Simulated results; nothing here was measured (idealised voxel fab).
This section sets out a process module, namely voxel transistor to metal.
The cross-section on display is named cut; it measures 295 nm wide, and its cells are 5 nm squares.
Heads up, the way a cross-section reads in here is a grid of square cells, handed over as bands from the top down, with every band being one or more rows of cells.
Each band's line starts with the height of the band's top and of its bottom, in nm. Then come its materials from left to right, each with its width in nm. One material with "everywhere" fills the band from edge to edge. "air" is empty space.
Height 0 is the level under which the wafer as received is all one material. The lowest band goes on downwards, as in "0..down".
Width: "30->40" (first number = top row, second number = bottom row, same change from row to row of cells).
The designation "no change occurred", where it is given for a processing step, indicates that no cell of the cross-section was altered in the course of that step.
Entry "Entrapped voids". Content: empty spaces with no open connection to the top, size 8 cells or greater. Each: width x height at distance. Distance: from left edge. Unit: nm.
Heads up: the bit after the settings on a step's line is the simulator's remark on that step.
Steps that use a mask can have "overlay nm" on their line. It says how far the mask sat to the right of where it was meant to be. Negative means to the left.

# The process steps that were planned are listed below
| 1 | RECEIVE [material Si] |
| 2 | OXIDIZE [depth nm 5] |
| 3 | CONFORMAL_DEP [material SiN] [thk nm 15] |
| 4 | DIRECTIONAL_DEP [material aC] [thk nm 10] |
| 5 | PATTERN [tone cover] [mask id ACTIVE] [material resist] [width nm 95] [pitch nm 120] [thk nm 30] [overlay nm 0] |
| 6 | DIRECTIONAL_ETCH [etch materials aC] [depth nm 10] |
| 7 | STRIP [etch materials resist] |
| 8 | DIRECTIONAL_ETCH [etch materials SiN] [depth nm 15] |
| 9 | DIRECTIONAL_ETCH [etch materials SiO2] [depth nm 5] |
| 10 | DIRECTIONAL_ETCH [etch materials Si] [depth nm 25] |
| 11 | STRIP [etch materials aC] |
| 12 | FILL_DEP [material SiO2] [thk nm 5] |
| 13 | CMP [height nm 15] |
| 14 | SELECTIVE_ETCH [etch materials SiO2] [depth nm 15] |
| 15 | STRIP [etch materials SiN] |
| 16 | SELECTIVE_ETCH [etch materials SiO2] [depth nm 5] |
| 17 | OXIDIZE [depth nm 5] |
| 18 | DIRECTIONAL_DEP [material polySi] [thk nm 30] |
| 19 | DIRECTIONAL_DEP [material SiCN] [thk nm 15] |
| 20 | MASKED_ETCH [tone cover] [mask id GATE] [width nm 15] [pitch nm 120] [etch materials SiCN] [depth nm 25] [overlay nm 0] |
| 21 | MASKED_ETCH [tone cover] [mask id GATE] [width nm 15] [pitch nm 120] [etch materials polySi] [depth nm 40] [overlay nm 0] |
| 22 | CONFORMAL_DEP [material SiN] [thk nm 10] |
| 23 | DIRECTIONAL_ETCH [etch materials SiN] [depth nm 10] |
| 24 | DIRECTIONAL_ETCH [etch materials SiO2] [depth nm 5] |
| 25 | DIRECTIONAL_ETCH [etch materials Si] [depth nm 15] |
| 26 | EPI [material nSi] [thk nm 15] |
| 27 | FILL_DEP [material SiO2] [thk nm 5] |
| 28 | CMP [height nm 40] |
| 29 | DIRECTIONAL_DEP [material SiO2] [thk nm 10] |
| 30 | DIRECTIONAL_DEP [material aC] [thk nm 15] |
| 31 | PATTERN [tone open] [mask id CONTACT] [material resist] [width nm 20] [thk nm 35] [overlay nm -15] |
| 32 | DIRECTIONAL_ETCH [etch materials aC] [depth nm 15] |
| 33 | STRIP [etch materials resist] |
| 34 | DIRECTIONAL_ETCH [etch materials SiO2] [depth nm 60] |
| 35 | STRIP [etch materials aC] |
| 36 | CONFORMAL_DEP [material TiN] [thk nm 5] |
| 37 | FILL_DEP [material Ru] [thk nm 10] |
| 38 | CMP [height nm 50] |
| 39 | DIRECTIONAL_DEP [material TiN] [thk nm 5] |
| 40 | DIRECTIONAL_DEP [material W] [thk nm 25] |
| 41 | DIRECTIONAL_DEP [material aC] [thk nm 15] |
| 42 | PATTERN [tone cover] [mask id METAL_1] [material resist] [width nm 20] [thk nm 30] [overlay nm 0] |
| 43 | DIRECTIONAL_ETCH [etch materials aC] [depth nm 15] |
| 44 | STRIP [etch materials resist] |
| 45 | DIRECTIONAL_ETCH [etch materials W] [depth nm 25] |
| 46 | DIRECTIONAL_ETCH [etch materials TiN] [depth nm 5] |
| 47 | STRIP [etch materials aC] |
| 48 | FILL_DEP [material lowk] [thk nm 5] |
| 49 | CMP [height nm 80] |
| 50 | CONFORMAL_DEP [material SiCN] [thk nm 5] |
| 51 | DIRECTIONAL_DEP [material lowk] [thk nm 30] |
| 52 | PATTERN [tone open] [mask id METAL_2_HOLES] [material resist] [width nm 15] [pitch nm 120] [thk nm 20] [overlay nm 0] |
| 53 | DIRECTIONAL_ETCH [etch materials lowk] [depth nm 30] |
| 54 | STRIP [etch materials resist] |
| 55 | PATTERN [tone open] [mask id METAL_2] [material resist] [width nm 20] [pitch nm 120] [thk nm 15] [overlay nm 0] |
| 56 | DIRECTIONAL_ETCH [etch materials lowk] [depth nm 15] |
| 57 | DIRECTIONAL_ETCH [etch materials SiCN] [depth nm 5] |
| 58 | STRIP [etch materials resist] |
| 59 | CONFORMAL_DEP [material TiN] [thk nm 5] |
| 60 | FILL_DEP [material Ru] [thk nm 5] |
| 61 | CMP [height nm 115] |
| 62 | CONFORMAL_DEP [material SiCN] [thk nm 5] |
For this document, wafers share an identical start and vary in the step 31 overlay nm; the plan quotes the first wafer's value.

# Cross-section of the first of several wafers as received (after step 1)
  0..down  Si everywhere
  Entrapped voids: none

# After the module's final step, step 62: the first of several wafers in cross-section
  120..115  SiCN everywhere
  115..105  lowk=45, TiN=5, Ru=10, TiN=5, lowk=100, TiN=5, Ru=10, TiN=5, lowk=110
  105..100  lowk=45, TiN=5, Ru=5, TiN=10, lowk=100, TiN=5, Ru=5, TiN=10, lowk=110
  100..85  lowk=45, TiN=5, Ru=5, TiN=5, lowk=105, TiN=5, Ru=5, TiN=5, lowk=115
  85..80  SiCN=45, TiN=15, SiCN=105, TiN=15, SiCN=115
  80..55  lowk=45, W=20, lowk=45, W=20, lowk=35, W=20, lowk=45, W=20, lowk=45
  55..50  lowk=45, TiN=20, lowk=45, TiN=20, lowk=35, TiN=20, lowk=45, TiN=20, lowk=45
  50..45  SiO2=30, TiN=5, Ru=10, TiN=5, SiO2=45, TiN=5, Ru=10, TiN=5, SiO2=35, TiN=5, Ru=10, TiN=5, SiO2=45, TiN=5, Ru=10, TiN=5, SiO2=60
  45..40  SiO2=30, TiN=5, Ru=10, TiN=5, SiO2=45, TiN=20, SiO2=35, TiN=5, Ru=10, TiN=5, SiO2=45, TiN=20, SiO2=60
  40..25  SiO2=30, TiN=5, Ru=10, TiN=5, SiO2=20, SiN=10, SiCN=15, SiN=10, TiN=10, SiO2=35, TiN=5, Ru=10, TiN=5, SiO2=20, SiN=10, SiCN=15, SiN=10, TiN=10, SiO2=60
  25..5  SiO2=30, TiN=5, Ru=10, TiN=5, SiO2=20, SiN=10, polySi=15, SiN=10, TiN=10, SiO2=35, TiN=5, Ru=10, TiN=5, SiO2=20, SiN=10, polySi=15, SiN=10, TiN=10, SiO2=60
  5..-5  SiO2=30, TiN=5, Ru=10, TiN=5, SiO2=5, nSi=15, SiN=10, polySi=15, SiN=10, nSi=15, SiO2=30, TiN=5, Ru=10, TiN=5, SiO2=5, nSi=15, SiN=10, polySi=15, SiN=10, nSi=15, SiO2=55
  -5..-10  SiO2=30, TiN=20, SiO2=5, nSi=15, SiO2=35, nSi=15, SiO2=30, TiN=20, SiO2=5, nSi=15, SiO2=35, nSi=15, SiO2=55
  -10..-25  SiO2=40, nSi=30, Si=35, nSi=30, SiO2=25, nSi=30, Si=35, nSi=30, SiO2=40
  -25..-30  SiO2=40, Si=95, SiO2=25, Si=95, SiO2=40
  -30..down  Si everywhere
  Entrapped voids: none

# The module's end: a cross-section of the last wafer
  120..115  SiCN everywhere
  115..105  lowk=45, TiN=5, Ru=10, TiN=5, lowk=100, TiN=5, Ru=10, TiN=5, lowk=110
  105..100  lowk=45, TiN=5, Ru=5, TiN=10, lowk=100, TiN=5, Ru=5, TiN=10, lowk=110
  100..85  lowk=45, TiN=5, Ru=5, TiN=5, lowk=105, TiN=5, Ru=5, TiN=5, lowk=115
  85..80  SiCN=45, TiN=15, SiCN=105, TiN=15, SiCN=115
  80..55  lowk=45, W=20, lowk=45, W=20, lowk=35, W=20, lowk=45, W=20, lowk=45
  55..50  lowk=45, TiN=20, lowk=45, TiN=20, lowk=35, TiN=20, lowk=45, TiN=20, lowk=45
  50..45  SiO2=60, TiN=5, Ru=10, TiN=5, SiO2=45, TiN=5, Ru=10, TiN=5, SiO2=35, TiN=5, Ru=10, TiN=5, SiO2=45, TiN=5, Ru=10, TiN=5, SiO2=30
  45..40  SiO2=60, TiN=20, SiO2=45, TiN=5, Ru=10, TiN=5, SiO2=35, TiN=20, SiO2=45, TiN=5, Ru=10, TiN=5, SiO2=30
  40..25  SiO2=60, TiN=10, SiN=10, SiCN=15, SiN=10, SiO2=20, TiN=5, Ru=10, TiN=5, SiO2=35, TiN=10, SiN=10, SiCN=15, SiN=10, SiO2=20, TiN=5, Ru=10, TiN=5, SiO2=30
  25..5  SiO2=60, TiN=10, SiN=10, polySi=15, SiN=10, SiO2=20, TiN=5, Ru=10, TiN=5, SiO2=35, TiN=10, SiN=10, polySi=15, SiN=10, SiO2=20, TiN=5, Ru=10, TiN=5, SiO2=30
  5..-5  SiO2=55, nSi=15, SiN=10, polySi=15, SiN=10, nSi=15, SiO2=5, TiN=5, Ru=10, TiN=5, SiO2=30, nSi=15, SiN=10, polySi=15, SiN=10, nSi=15, SiO2=5, TiN=5, Ru=10, TiN=5, SiO2=30
  -5..-10  SiO2=55, nSi=15, SiO2=35, nSi=15, SiO2=5, TiN=20, SiO2=30, nSi=15, SiO2=35, nSi=15, SiO2=5, TiN=20, SiO2=30
  -10..-25  SiO2=40, nSi=30, Si=35, nSi=30, SiO2=25, nSi=30, Si=35, nSi=30, SiO2=40
  -25..-30  SiO2=40, Si=95, SiO2=25, Si=95, SiO2=40
  -30..down  Si everywhere
  Entrapped voids: none

# For your reference, the table is organized with a row per wafer; each row reflects the wafer at the end of the module, indicating for each material the cells gained (+) or lost (-) since receipt, and thereafter its closed voids
overlay nm -15 | +64 Ru | -274 Si | +130 SiCN | +72 SiN | +490 SiO2 | +140 TiN | +80 W | +570 lowk | +108 nSi | +36 polySi | Entrapped voids: none
overlay nm -10 | +78 Ru | -274 Si | +130 SiCN | +72 SiN | +476 SiO2 | +140 TiN | +80 W | +570 lowk | +108 nSi | +36 polySi | Entrapped voids: none
overlay nm -5 | +86 Ru | -274 Si | +130 SiCN | +72 SiN | +462 SiO2 | +146 TiN | +80 W | +570 lowk | +108 nSi | +36 polySi | Entrapped voids: none
overlay nm 0 | +80 Ru | -274 Si | +130 SiCN | +72 SiN | +462 SiO2 | +152 TiN | +80 W | +570 lowk | +108 nSi | +36 polySi | Entrapped voids: none
overlay nm 5 | +86 Ru | -274 Si | +130 SiCN | +72 SiN | +462 SiO2 | +146 TiN | +80 W | +570 lowk | +108 nSi | +36 polySi | Entrapped voids: none
overlay nm 10 | +78 Ru | -274 Si | +130 SiCN | +72 SiN | +476 SiO2 | +140 TiN | +80 W | +570 lowk | +108 nSi | +36 polySi | Entrapped voids: none
overlay nm 15 | +64 Ru | -274 Si | +130 SiCN | +72 SiN | +490 SiO2 | +140 TiN | +80 W | +570 lowk | +108 nSi | +36 polySi | Entrapped voids: none
